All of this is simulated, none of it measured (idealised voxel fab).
voxel transistor to metal: a process module
We display cut, a cross-section 175 nm in width whose square cells are each 5 nm.
If you're reading a cross-section in this doc, picture square cells in a grid; it comes to you as bands, top ones listed first down to the bottom, and a band can be one or more rows of cells. Band: top and bottom heights (nm) first, top before bottom; then materials from left to right, widths in nm. "all across" marks a sole material filling the band edge to edge. "blank" denotes empty space. Zero point of the height axis is 0; under it, received wafer = one material. Lowest band: continues down indefinitely, "0 -> down". Think of "30..40" as a width that walks from the first number to the second as you go down the band, top row to bottom row, taking equal-sized steps from row to row. No cell of the cross-section changed in a step that is given as "no change occurred". Heads up: "Listed closed voids" only lists the empty pockets with no open path to the top that are 8 cells or more, and it writes them as width x height at distance, distance from the left edge, in nm. Read whatever lies past the settings on a step's line as the simulator's own remark about the step. For masked steps, "overlay nm" on the step line gives how far right of plan the mask actually lay; a minus sign means it lay to the left.

This section lists the process steps that were planned:
1: RECEIVE (material Si)
2: OXIDIZE (depth nm 5)
3: CONFORMAL_DEP (material SiN; thk nm 15)
4: PATTERN (tone cover; mask id ACTIVE; material resist; width nm 105; thk nm 15; overlay nm 0)
5: DIRECTIONAL_ETCH (etch materials SiN; depth nm 15)
6: DIRECTIONAL_ETCH (etch materials SiO2; depth nm 5)
7: DIRECTIONAL_ETCH (etch materials Si; depth nm 30)
8: STRIP (etch materials resist)
9: OXIDIZE (depth nm 5)
10: FILL_DEP (material SiO2; thk nm 15)
11: CMP (height nm 15)
12: SELECTIVE_ETCH (etch materials SiO2; depth nm 5)
13: STRIP (etch materials SiN)
14: SELECTIVE_ETCH (etch materials SiO2; depth nm 5)
15: OXIDIZE (depth nm 5)
16: DIRECTIONAL_DEP (material polySi; thk nm 30)
17: DIRECTIONAL_DEP (material SiCN; thk nm 10)
18: DIRECTIONAL_DEP (material aC; thk nm 10)
19: PATTERN (tone cover; mask id GATE; material resist; width nm 25; thk nm 30; overlay nm 0)
20: DIRECTIONAL_ETCH (etch materials aC; depth nm 10)
21: STRIP (etch materials resist)
22: DIRECTIONAL_ETCH (etch materials SiCN; depth nm 20)
23: DIRECTIONAL_ETCH (etch materials polySi; depth nm 40)
24: STRIP (etch materials aC)
25: CONFORMAL_DEP (material SiN; thk nm 10)
26: DIRECTIONAL_ETCH (etch materials SiN; depth nm 10)
27: DIRECTIONAL_ETCH (etch materials SiO2; depth nm 5)
28: DIRECTIONAL_ETCH (etch materials Si; depth nm 10)
29: EPI (material SiGe; thk nm 10)
30: FILL_DEP (material SiO2; thk nm 10)
31: CMP (height nm 25)
32: STRIP (etch materials polySi)
33: SELECTIVE_ETCH (etch materials SiO2; depth nm 5)
34: CONFORMAL_DEP (material HfO2; thk nm 5)
35: CONFORMAL_DEP (material TiN; thk nm 5)
36: FILL_DEP (material W; thk nm 5)
37: CMP (height nm 20)
38: DIRECTIONAL_DEP (material SiO2; thk nm 15)
39: MASKED_ETCH (tone open; mask id CONTACT; width nm 20; pitch nm 75; etch materials SiO2; depth nm 45; overlay nm 0)
40: CONFORMAL_DEP (material TiN; thk nm 5)
41: FILL_DEP (material Ru; thk nm 5)
42: CMP (height nm 35)
43: DIRECTIONAL_DEP (material TiN; thk nm 5)
44: DIRECTIONAL_DEP (material W; thk nm 25)
45: DIRECTIONAL_DEP (material aC; thk nm 15)
46: PATTERN (tone cover; mask id METAL_1; material resist; width nm 20; pitch nm 75; thk nm 35; overlay nm 0)
47: DIRECTIONAL_ETCH (etch materials aC; depth nm 15)
48: STRIP (etch materials resist)
49: DIRECTIONAL_ETCH (etch materials W; depth nm 25)
50: DIRECTIONAL_ETCH (etch materials TiN; depth nm 5)
51: STRIP (etch materials aC)
52: FILL_DEP (material SiO2; thk nm 5)
53: CMP (height nm 65)
54: CONFORMAL_DEP (material SiCN; thk nm 5)
55: DIRECTIONAL_DEP (material lowk; thk nm 30)
56: DIRECTIONAL_DEP (material aC; thk nm 15)
57: PATTERN (tone open; mask id METAL_2; material resist; width nm 20; pitch nm 75; thk nm 30; overlay nm 0)
58: DIRECTIONAL_ETCH (etch materials aC; depth nm 15)
59: STRIP (etch materials resist)
60: DIRECTIONAL_ETCH (etch materials lowk; depth nm 15)
61: STRIP (etch materials aC)
62: DIRECTIONAL_DEP (material aC; thk nm 15)
63: PATTERN (tone open; mask id METAL_2_HOLES; material resist; width nm 15; pitch nm 75; thk nm 30; overlay nm 0)
64: DIRECTIONAL_ETCH (etch materials aC; depth nm 15)
65: STRIP (etch materials resist)
66: DIRECTIONAL_ETCH (etch materials lowk; depth nm 15)
67: DIRECTIONAL_ETCH (etch materials SiCN; depth nm 5)
68: STRIP (etch materials aC)
69: CONFORMAL_DEP (material TiN; thk nm 5)
70: FILL_DEP (material Cu; thk nm 5)
71: CMP (height nm 100)
72: CONFORMAL_DEP (material SiN; thk nm 5)

Delivered wafer in cross-section: state after step 1:
  0 -> down: Si all across
  Listed closed voids: none

Cross-section at module end, one run error; start and plan unchanged from above:
  105 -> 100: SiN all across
  100 -> 90: 40 of lowk, then 5 of TiN, then 15 of Cu, then 5 of TiN, then 50 of lowk, then 5 of TiN, then 15 of Cu, then 5 of TiN, then 35 of lowk
  90 -> 85: 40 of lowk, then 25 of TiN, then 50 of lowk, then 25 of TiN, then 35 of lowk
  85 -> 70: 45 of lowk, then 10 of TiN, then 65 of lowk, then 10 of TiN, then 45 of lowk
  70 -> 65: 45 of SiCN, then 10 of TiN, then 65 of SiCN, then 10 of TiN, then 45 of SiCN
  65 -> 40: 40 of SiO2, then 20 of W, then 55 of SiO2, then 20 of W, then 40 of SiO2
  40 -> 35: 40 of SiO2, then 20 of TiN, then 55 of SiO2, then 20 of TiN, then 40 of SiO2
  35 -> 20: 40 of SiO2, then 5 of TiN, then 10 of Ru, then 5 of TiN, then 55 of SiO2, then 5 of TiN, then 10 of Ru, then 5 of TiN, then 40 of SiO2
  20 -> 5: 40 of SiO2, then 5 of TiN, then 10 of Ru, then 5 of TiN, then 5 of SiO2, then 10 of SiN, then 5 of HfO2, then 5 of TiN, then 5 of W, then 5 of TiN, then 5 of HfO2, then 10 of SiN, then 5 of SiO2, then 5 of TiN, then 10 of Ru, then 5 of TiN, then 40 of SiO2
  5 -> 0: 30 of SiO2, then 10 of SiN, then 5 of TiN, then 5 of Ru, then 10 of TiN, then 5 of SiO2, then 10 of SiN, then 5 of HfO2, then 5 of TiN, then 5 of W, then 5 of TiN, then 5 of HfO2, then 10 of SiN, then 5 of SiO2, then 10 of TiN, then 5 of Ru, then 5 of TiN, then 10 of SiN, then 30 of SiO2
  0 -> -5: 30 of SiO2, then 10 of SiN, then 5 of TiN, then 5 of Ru, then 5 of TiN, then 10 of SiGe, then 10 of SiN, then 5 of HfO2, then 15 of TiN, then 5 of HfO2, then 10 of SiN, then 10 of SiGe, then 5 of TiN, then 5 of Ru, then 5 of TiN, then 10 of SiN, then 30 of SiO2
  -5 -> -10: 40 of SiO2, then 15 of TiN, then 10 of SiGe, then 5 of SiO2, then 35 of HfO2, then 5 of SiO2, then 10 of SiGe, then 15 of TiN, then 40 of SiO2
  -10 -> -20: 40 of SiO2, then 25 of SiGe, then 45 of Si, then 25 of SiGe, then 40 of SiO2
  -20 -> -40: 40 of SiO2, then 95 of Si, then 40 of SiO2
  -40 -> down: Si all across
  Listed closed voids: none
Deviation from plan: planned and actual differ for step 57; actual: PATTERN (tone open; mask id METAL_2; material resist; width nm 20; pitch nm 75; thk nm 30; overlay nm 5)
